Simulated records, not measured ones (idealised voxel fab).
Process module in this document: voxel self aligned vias
Section shown: cut. Width: 240 nm. Cell size: 5 nm, square.
Cross-section layout: square cells on a grid; listed as bands, top to bottom; a band spans one or more cell rows. For a band, the entry starts with two heights in nm, that of the top and then that of the bottom, and carries on with the band's materials in order from left to right, each alongside its width in nm; the word "full width" beside a single material means it fills the band edge to edge, and "empty" means empty space. Heads up on the height convention: 0 is the point under which the incoming wafer is all one material, and the lowest band has no bottom, it just keeps going down, like "0..down". Width "30 to 40": first value at the band's top row of cells, second value at its bottom row, equal change from row to row. Where a step carries "no change occurred", the cross-section came out of it unchanged, cell for cell. Reported under the label "Trapped void list" are the empty spaces having no open way to the top and comprising 8 cells or more; the notation for each is width x height at distance, in which the distance is measured from the left edge and all three values are in nm. It should be noted that, on the line of a given step, the content following the step's settings is a remark produced by the simulator itself with respect to that step. overlay nm: on a step with a mask, how far right of its planned place the mask lay; negative means left.

SET OUT BELOW ARE THE PLANNED STEPS OF THE PROCESS
1. RECEIVE [material Si]
2. CONFORMAL_DEP [material SiO2] [thk nm 15]
3. CONFORMAL_DEP [material SiCN] [thk nm 5]
4. DIRECTIONAL_DEP [material SiO2] [thk nm 20]
5. DIRECTIONAL_DEP [material aC] [thk nm 10]
6. PATTERN [tone open] [mask id LINES] [material resist] [width nm 15] [pitch nm 55] [thk nm 30] [overlay nm 0]
7. DIRECTIONAL_ETCH [etch materials aC] [depth nm 10]
8. STRIP [etch materials resist]
9. DIRECTIONAL_ETCH [etch materials SiO2] [depth nm 20]
10. STRIP [etch materials aC]
11. CONFORMAL_DEP [material TiN] [thk nm 5]
12. FILL_DEP [material W] [thk nm 5]
13. CMP [height nm 40]
14. SELECTIVE_ETCH [etch materials W Ru TiN] [depth nm 5]
15. FILL_DEP [material SiN] [thk nm 5]
16. CMP [height nm 40]
17. DIRECTIONAL_DEP [material SiO2] [thk nm 20]
18. DIRECTIONAL_DEP [material aC] [thk nm 10]
19. PATTERN [tone open] [mask id VIAS] [material resist] [width nm 35] [pitch nm 55] [thk nm 25] [overlay nm 0]
20. DIRECTIONAL_ETCH [etch materials aC] [depth nm 10]
21. STRIP [etch materials resist]
22. DIRECTIONAL_ETCH [etch materials SiO2] [depth nm 20]
23. DIRECTIONAL_ETCH [etch materials SiN] [depth nm 5]
24. STRIP [etch materials aC]
25. CONFORMAL_DEP [material TiN] [thk nm 5]
26. FILL_DEP [material Ru] [thk nm 5]
27. CMP [height nm 60]
28. CONFORMAL_DEP [material SiN] [thk nm 5]
Heads up: all these wafers start the same, and what changes between them is the width nm in step 6. The value you see in the plan is just what the first wafer got.

THE FIRST OF SEVERAL WAFERS IN CROSS-SECTION, EXACTLY AS IT REACHED US AFTER STEP 1
* 0..down = Si full width
* Trapped void list: none

END-OF-MODULE CROSS-SECTION, FIRST OF SEVERAL WAFERS, AFTER LAST STEP 28
* 65..60 = SiN full width
* 60..45 = 75 nm SiO2 / 5 nm TiN / 25 nm Ru / 5 nm TiN / 20 nm SiO2 / 5 nm TiN / 25 nm Ru / 5 nm TiN / 75 nm SiO2
* 45..40 = 75 nm SiO2 / 15 nm TiN / 5 nm Ru / 15 nm TiN / 20 nm SiO2 / 15 nm TiN / 5 nm Ru / 15 nm TiN / 75 nm SiO2
* 40..35 = 85 nm SiO2 / 15 nm TiN / 40 nm SiO2 / 15 nm TiN / 85 nm SiO2
* 35..25 = 85 nm SiO2 / 5 nm TiN / 5 nm W / 5 nm TiN / 40 nm SiO2 / 5 nm TiN / 5 nm W / 5 nm TiN / 85 nm SiO2
* 25..20 = 85 nm SiO2 / 15 nm TiN / 40 nm SiO2 / 15 nm TiN / 85 nm SiO2
* 20..15 = SiCN full width
* 15..0 = SiO2 full width
* 0..down = Si full width
* Trapped void list: none

LAST-WAFER CROSS-SECTION AT THE END OF THE MODULE
* 65..60 = SiN full width
* 60..40 = 75 nm SiO2 / 5 nm TiN / 25 nm Ru / 5 nm TiN / 20 nm SiO2 / 5 nm TiN / 25 nm Ru / 5 nm TiN / 75 nm SiO2
* 40..35 = 75 nm SiO2 / 35 nm TiN / 5 nm SiN / 15 nm SiO2 / 35 nm TiN / 5 nm SiN / 70 nm SiO2
* 35..25 = 75 nm SiO2 / 5 nm TiN / 30 nm W / 5 nm TiN / 15 nm SiO2 / 5 nm TiN / 30 nm W / 5 nm TiN / 70 nm SiO2
* 25..20 = 75 nm SiO2 / 40 nm TiN / 15 nm SiO2 / 40 nm TiN / 70 nm SiO2
* 20..15 = SiCN full width
* 15..0 = SiO2 full width
* 0..down = Si full width
* Trapped void list: none

FOR YOUR REFERENCE, THE TABLE IS ORGANIZED WITH A ROW PER WAFER; EACH ROW REFLECTS THE WAFER AT THE END OF THE MODULE, INDICATING FOR EACH MATERIAL THE CELLS GAINED (+) OR LOST (-) SINCE RECEIPT, AND THEREAFTER ITS CLOSED VOIDS
width nm 15; +32 Ru; +48 SiCN; +48 SiN; +448 SiO2; +44 TiN; +4 W; Trapped void list: none
width nm 20; +34 Ru; +48 SiCN; +48 SiN; +440 SiO2; +46 TiN; +8 W; Trapped void list: none
width nm 25; +36 Ru; +48 SiCN; +48 SiN; +432 SiO2; +48 TiN; +12 W; Trapped void list: none
width nm 30; +38 Ru; +48 SiCN; +48 SiN; +424 SiO2; +50 TiN; +16 W; Trapped void list: none
width nm 35; +40 Ru; +48 SiCN; +48 SiN; +416 SiO2; +52 TiN; +20 W; Trapped void list: none
width nm 40; +40 Ru; +48 SiCN; +50 SiN; +408 SiO2; +54 TiN; +24 W; Trapped void list: none
